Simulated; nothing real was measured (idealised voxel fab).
You're looking at the process module voxel air gaps.
Each square cell in cross-section cut measures 5 nm, and the section as a whole is 265 nm wide.
We lay out every cross-section as a grid of square cells and spell it out in bands from the top down, where one band means one or more rows of cells. A band entry consists of two parts. The first gives the height of the band's top and the height of its bottom, in nm. The rest lists the band's materials from left to right, each with its width in nm. A single material labelled with the word "throughout" fills the band from edge to edge, and the word "air" marks empty space. Note: height 0 marks the level under which the wafer is uniformly one material as received. Lowest band unbounded below, written "0 and below". Think of "30..40" as a width that walks from the first number to the second as you go down the band, top row to bottom row, taking equal-sized steps from row to row. "nothing changed" for a step: no cell of the cross-section changed in that step. The label "closed voids" introduces a list of the empty spaces, 8 cells or larger, that have no open way up to the top; each entry in it reads width x height at distance, where the distance is taken from the left edge and all three are stated in nm. Anything after a step's settings on that line? It's the simulator's own note about the step. You can add "overlay nm" to a step's line. For a step with a mask, it describes how far the mask lay to the right of its planned position, and a negative number describes a lay to the left.

**So here's the lineup of process steps we planned**
- 1: RECEIVE [material Si]
- 2: CONFORMAL_DEP [material SiO2] [thk nm 10]
- 3: CONFORMAL_DEP [material SiCN] [thk nm 5]
- 4: DIRECTIONAL_DEP [material lowk] [thk nm 40]
- 5: PATTERN [tone open] [mask id LINES] [material resist] [width nm 20] [pitch nm 45] [thk nm 15] [overlay nm 0]
- 6: DIRECTIONAL_ETCH [etch materials lowk] [depth nm 40]
- 7: STRIP [etch materials resist]
- 8: CONFORMAL_DEP [material TiN] [thk nm 5]
- 9: FILL_DEP [material W] [thk nm 5]
- 10: CMP [height nm 55]
- 11: EPI [material Ru] [thk nm 10]
- 12: SELECTIVE_ETCH [etch materials lowk] [depth nm 50]
- 13: CONFORMAL_DEP [material SiCN] [thk nm 5]

**As-received wafer cross-section (after step 1)**
* 0 and below: Si throughout
* closed voids: none

**Post-module cross-section: identical start and plan to those above, one misstep in execution**
* 75 down to 70: SiCN throughout
* 70 down to 60: Ru throughout
* 60 down to 55: 60 nm TiN, 10 nm W, 35 nm TiN, 10 nm W, 35 nm TiN, 10 nm W, 35 nm TiN, 10 nm W, 60 nm TiN
* 55 down to 20: 55 nm lowk, 5 nm TiN, 10 nm W, 5 nm TiN, 25 nm lowk, 5 nm TiN, 10 nm W, 5 nm TiN, 25 nm lowk, 5 nm TiN, 10 nm W, 5 nm TiN, 25 nm lowk, 5 nm TiN, 10 nm W, 5 nm TiN, 55 nm lowk
* 20 down to 15: 55 nm lowk, 20 nm TiN, 25 nm lowk, 20 nm TiN, 25 nm lowk, 20 nm TiN, 25 nm lowk, 20 nm TiN, 55 nm lowk
* 15 down to 10: SiCN throughout
* 10 down to 0: SiO2 throughout
* 0 and below: Si throughout
* closed voids: none
Misprocessing identified: the process deviated at step 10: the operation and settings actually run there were CMP [height nm 60]
